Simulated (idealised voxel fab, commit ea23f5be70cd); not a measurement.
The process module presented herein is designated voxel gate over fins.
Square cell edge 5 nm, section width 260 nm, ID cut.
A cross-section in this document is a grid of square cells, and it is written down as bands, the top band listed before the ones below it; a band is made up of one or more rows of cells. What a band's entry tells you: where the top is and where the bottom is, as heights in nm, and after that what lies inside, material by material from left to right, each with its width in nm. Empty space is written as the word "empty", and a single material marked with the word "everywhere" occupies the band from edge to edge. For the purposes of this specification, 0 denotes the height below which the wafer in its as-received condition is composed wholly of one material, and the lowermost band, lacking a lower limit, extends downward without end, as expressed in "z 0 and below". Width spec "30->40" -> top row of cells at first value, bottom row at second value, equal per-row change in between. Where a step carries "nothing different", the cross-section came out of it unchanged, cell for cell. Entry "Closed void entries" = empty spaces >= 8 cells with no open way to the top; each as width x height at distance, distance from left edge, all nm. Step line, after settings: the simulator's comment on this step. Regarding "overlay nm": on a step with a mask, it is the distance the mask lay to the right of its planned place; a negative value places it to the left.

### Planned process steps
1 RECEIVE with material Si
2 CONFORMAL_DEP with material SiN, thk nm 5
3 MASKED_ETCH with tone cover, mask id FINS, width nm 15, pitch nm 50, etch materials SiN, depth nm 5, overlay nm 0
4 MASKED_ETCH with tone cover, mask id FINS, width nm 15, pitch nm 50, etch materials Si, depth nm 35, overlay nm 0
5 OXIDIZE with depth nm 5
6 FILL_DEP with material SiO2, thk nm 15
7 CMP with height nm 5
8 MASKED_ETCH with tone open, mask id RAIL, width nm 15, etch materials SiO2, depth nm 35, overlay nm 0
9 CONFORMAL_DEP with material TiN, thk nm 5
10 FILL_DEP with material Ru, thk nm 5
11 CMP with height nm 5
12 SELECTIVE_ETCH with etch materials W Ru TiN, depth nm 20
13 FILL_DEP with material SiO2, thk nm 5
14 CMP with height nm 5
15 SELECTIVE_ETCH with etch materials SiO2, depth nm 15
16 STRIP with etch materials SiN
17 CONFORMAL_DEP with material HfO2, thk nm 5
18 CONFORMAL_DEP with material TiN, thk nm 5
19 CONFORMAL_DEP with material TiAl, thk nm 5
20 CONFORMAL_DEP with material TiN, thk nm 5
21 FILL_DEP with material W, thk nm 10
22 CMP with height nm 25
23 CONFORMAL_DEP with material SiCN, thk nm 5

### So this is the incoming wafer in cross-section - it's already been through step 1
  z 0 and below = Si everywhere
  Closed void entries: none

### The cross-section shown corresponds to the wafer at the conclusion of the module. The initial structure and the process plan are those presented above; however, one mistake occurred in executing the plan
  z 30 to 25 = SiCN everywhere
  z 25 to 20 = W everywhere
  z 20 to 15 = TiN everywhere
  z 15 to 10 = TiAl everywhere
  z 10 to 5 = 50 of TiN / 5 of TiAl / 45 of TiN / 5 of TiAl / 45 of TiN / 5 of TiAl / 45 of TiN / 5 of TiAl / 55 of TiN
  z 5 to 0 = 45 of HfO2 / 15 of TiN / 35 of HfO2 / 15 of TiN / 35 of HfO2 / 15 of TiN / 35 of HfO2 / 15 of TiN / 50 of HfO2
  z 0 to -5 = 40 of Si / 25 of HfO2 / 25 of Si / 25 of HfO2 / 25 of Si / 25 of HfO2 / 25 of Si / 25 of HfO2 / 45 of Si
  z -5 and below = Si everywhere
  Closed void entries: none
Deviation noted in wafer processing: contrary to plan, step 3 was performed as MASKED_ETCH with tone open, mask id FINS, width nm 15, pitch nm 50, etch materials SiN, depth nm 5, overlay nm 0
